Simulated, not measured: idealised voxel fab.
Process module, titled voxel wiring stack
Xsec cut, 205 nm wide, square cell size 5 nm.
Think of the cross-section as a grid of square cells. We describe it in bands, top to bottom, and each band covers one or more rows of those cells. For a band, the entry starts with two heights in nm, that of the top and then that of the bottom, and carries on with the band's materials in order from left to right, each alongside its width in nm; the word "edge to edge" beside a single material means it fills the band edge to edge, and "empty" means empty space. The reference from which all heights are counted is 0, the level beneath which the as-received wafer is entirely one material; the lowest band, having no lower bound, proceeds downward and is written after the example "0 -> down". Quick explanation for "30 to 40": the width changes in equal steps down the rows of cells, from the first number in the band's top row to the second number in its bottom row. When a step is marked "all unchanged", none of the cells in the cross-section changed during that step. In the "Trapped void list" entry, you get each enclosed empty space of 8 cells or more, one with no open way to the top, written width x height at distance, distance from the left edge, in nm. Whatever follows a step's settings on its line is a remark the simulator itself makes about that step. The "overlay nm" setting may appear on a step's line; for a step that uses a mask, it gives how far to the right of its planned position the mask lay, and a negative value indicates the left.

The steps planned for the process are as follows:
| 1 | RECEIVE (material Si) |
| 2 | CONFORMAL_DEP (material SiO2; thk nm 15) |
| 3 | DIRECTIONAL_DEP (material TiN; thk nm 5) |
| 4 | DIRECTIONAL_DEP (material W; thk nm 15) |
| 5 | MASKED_ETCH (tone cover; mask id METAL_1; width nm 25; pitch nm 55; etch materials W; depth nm 15; overlay nm 0) |
| 6 | MASKED_ETCH (tone cover; mask id METAL_1; width nm 25; pitch nm 55; etch materials TiN; depth nm 5; overlay nm 0) |
| 7 | CONFORMAL_DEP (material SiCN; thk nm 5) |
| 8 | FILL_DEP (material SiO2; thk nm 10) |
| 9 | CMP (height nm 35) |
| 10 | CONFORMAL_DEP (material SiCN; thk nm 5) |
| 11 | DIRECTIONAL_DEP (material SiO2; thk nm 20) |
| 12 | PATTERN (tone open; mask id PLUG_1; material resist; width nm 15; pitch nm 55; thk nm 15; overlay nm 0) |
| 13 | DIRECTIONAL_ETCH (etch materials SiO2; depth nm 20) |
| 14 | DIRECTIONAL_ETCH (etch materials SiCN; depth nm 5) |
| 15 | STRIP (etch materials resist) |
| 16 | CONFORMAL_DEP (material TiN; thk nm 5) |
| 17 | FILL_DEP (material Cu; thk nm 5) |
| 18 | CMP (height nm 60) |
| 19 | CONFORMAL_DEP (material SiCN; thk nm 5) |
| 20 | DIRECTIONAL_DEP (material lowk; thk nm 15) |
| 21 | DIRECTIONAL_DEP (material aC; thk nm 10) |
| 22 | PATTERN (tone open; mask id METAL_2; material resist; width nm 25; pitch nm 55; thk nm 25; overlay nm 0) |
| 23 | DIRECTIONAL_ETCH (etch materials aC; depth nm 10) |
| 24 | STRIP (etch materials resist) |
| 25 | DIRECTIONAL_ETCH (etch materials lowk; depth nm 15) |
| 26 | DIRECTIONAL_ETCH (etch materials SiCN; depth nm 5) |
| 27 | STRIP (etch materials aC) |
| 28 | CONFORMAL_DEP (material TiN; thk nm 5) |
| 29 | FILL_DEP (material Cu; thk nm 10) |
| 30 | CMP (height nm 80) |
| 31 | CONFORMAL_DEP (material SiCN; thk nm 5) |
| 32 | DIRECTIONAL_DEP (material SiO2; thk nm 15) |
| 33 | PATTERN (tone open; mask id PLUG_2; material resist; width nm 15; pitch nm 55; thk nm 20; overlay nm 0) |
| 34 | DIRECTIONAL_ETCH (etch materials SiO2; depth nm 5) |
| 35 | DIRECTIONAL_ETCH (etch materials SiCN; depth nm 5) |
| 36 | STRIP (etch materials resist) |
| 37 | EPI (material Ru; thk nm 10) |
| 38 | EPI (material Ru; thk nm 10) |
| 39 | CONFORMAL_DEP (material SiCN; thk nm 5) |
| 40 | DIRECTIONAL_DEP (material SiO2; thk nm 20) |
| 41 | DIRECTIONAL_DEP (material aC; thk nm 10) |
| 42 | PATTERN (tone open; mask id METAL_3; material resist; width nm 25; pitch nm 55; thk nm 25; overlay nm 0) |
| 43 | DIRECTIONAL_ETCH (etch materials aC; depth nm 10) |
| 44 | STRIP (etch materials resist) |
| 45 | DIRECTIONAL_ETCH (etch materials SiO2; depth nm 20) |
| 46 | DIRECTIONAL_ETCH (etch materials SiCN; depth nm 5) |
| 47 | STRIP (etch materials aC) |
| 48 | CONFORMAL_DEP (material TiN; thk nm 5) |
| 49 | FILL_DEP (material Ru; thk nm 10) |
| 50 | CMP (height nm 125) |
| 51 | CONFORMAL_DEP (material SiN; thk nm 5) |
Same starting wafers, different depth nm at step 34. Plan value belongs to the first wafer.

As received, i.e. after step 1: cross-section through the first of several wafers:
	0 -> down  Si edge to edge
	Trapped void list: none

End of module, by wafer: material-by-material cell gain (+) or loss (-) since receipt, then closed voids:
depth nm 5; +26 Cu; +24 Ru; +185 SiCN; +41 SiN; +585 SiO2; +82 TiN; +30 W; +93 lowk; Trapped void list: none
depth nm 10; +26 Cu; +24 Ru; +189 SiCN; +41 SiN; +579 SiO2; +84 TiN; +30 W; +93 lowk; Trapped void list: none
depth nm 15; +26 Cu; +48 Ru; +175 SiCN; +41 SiN; +573 SiO2; +80 TiN; +30 W; +93 lowk; Trapped void list: none
depth nm 20; +26 Cu; +48 Ru; +175 SiCN; +41 SiN; +573 SiO2; +80 TiN; +30 W; +93 lowk; Trapped void list: none
depth nm 25; +26 Cu; +48 Ru; +175 SiCN; +41 SiN; +573 SiO2; +80 TiN; +30 W; +93 lowk; Trapped void list: none
depth nm 30; +26 Cu; +48 Ru; +175 SiCN; +41 SiN; +573 SiO2; +80 TiN; +30 W; +93 lowk; Trapped void list: none
